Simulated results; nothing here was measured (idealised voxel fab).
process module | voxel quadruple lines
cross-section cut | 285 nm wide | cells 5 nm
A cross-section is a grid of square cells, given in bands from the top down. A band is one or more rows of cells.
Each band's line starts with the height of the band's top and of its bottom, in nm. Then come its materials from left to right, each with its width in nm. One material with "throughout" fills the band from edge to edge. "air" is empty space.
Height 0 is the level under which the wafer as received is all one material. The lowest band goes on downwards, as in "0 down".
A width such as "30 to 40" changes by the same amount from each row of cells to the next, from the band's top row to its bottom row.
"no change" after a step means that no cell of the cross-section changed.
closed voids: empty space of 8 cells or more with no open way to the top, each as width x height at its distance from the left edge, in nm
after a step's settings: what the simulator itself notes on the step
overlay nm, on a step with a mask: how far to the right of its planned place the mask lay; to the left if negative
plan
1 op RECEIVE | material Si
2 op CONFORMAL_DEP | material Al2O3 | thk nm 5
3 op DIRECTIONAL_DEP | material W | thk nm 15
4 op DIRECTIONAL_DEP | material polySi | thk nm 20
5 op DIRECTIONAL_DEP | material aC | thk nm 25
6 op PATTERN | tone cover | mask id MANDREL | material resist | width nm 30 | thk nm 30 | overlay nm 0
7 op DIRECTIONAL_ETCH | etch materials aC | depth nm 25
8 op STRIP | etch materials resist
9 op CONFORMAL_DEP | material SiO2 | thk nm 10
10 op DIRECTIONAL_ETCH | etch materials SiO2 | depth nm 10
11 op STRIP | etch materials aC
12 op DIRECTIONAL_ETCH | etch materials polySi | depth nm 20
13 op STRIP | etch materials SiO2
14 op CONFORMAL_DEP | material SiN | thk nm 10
15 op DIRECTIONAL_ETCH | etch materials SiN | depth nm 10
16 op STRIP | etch materials polySi
17 op DIRECTIONAL_ETCH | etch materials W | depth nm 15
18 op STRIP | etch materials SiN
19 op FILL_DEP | material lowk | thk nm 5
20 op CMP | height nm 20
as received, after step 1
  0 down: Si throughout
  closed voids: none
first wafer at the end, as planned
  20 to 5: lowk 105 | W 10 | lowk 10 | W 10 | lowk 10 | W 10 | lowk 10 | W 10 | lowk 110
  5 to 0: Al2O3 throughout
  0 down: Si throughout
  closed voids: none
second wafer at the end: like start, like plan, one mistake
  20 to 5: lowk 105 | W 10 | lowk 10 | W 10 | lowk 10 | W 10 | lowk 10 | W 10 | lowk 110
  5 to 0: polySi throughout
  0 down: Si throughout
  closed voids: none
what went wrong: step 2 ran as: op CONFORMAL_DEP | material polySi | thk nm 5
at the end the second wafer has, in cells: 57 fewer of Al2O3 | 57 more of polySi
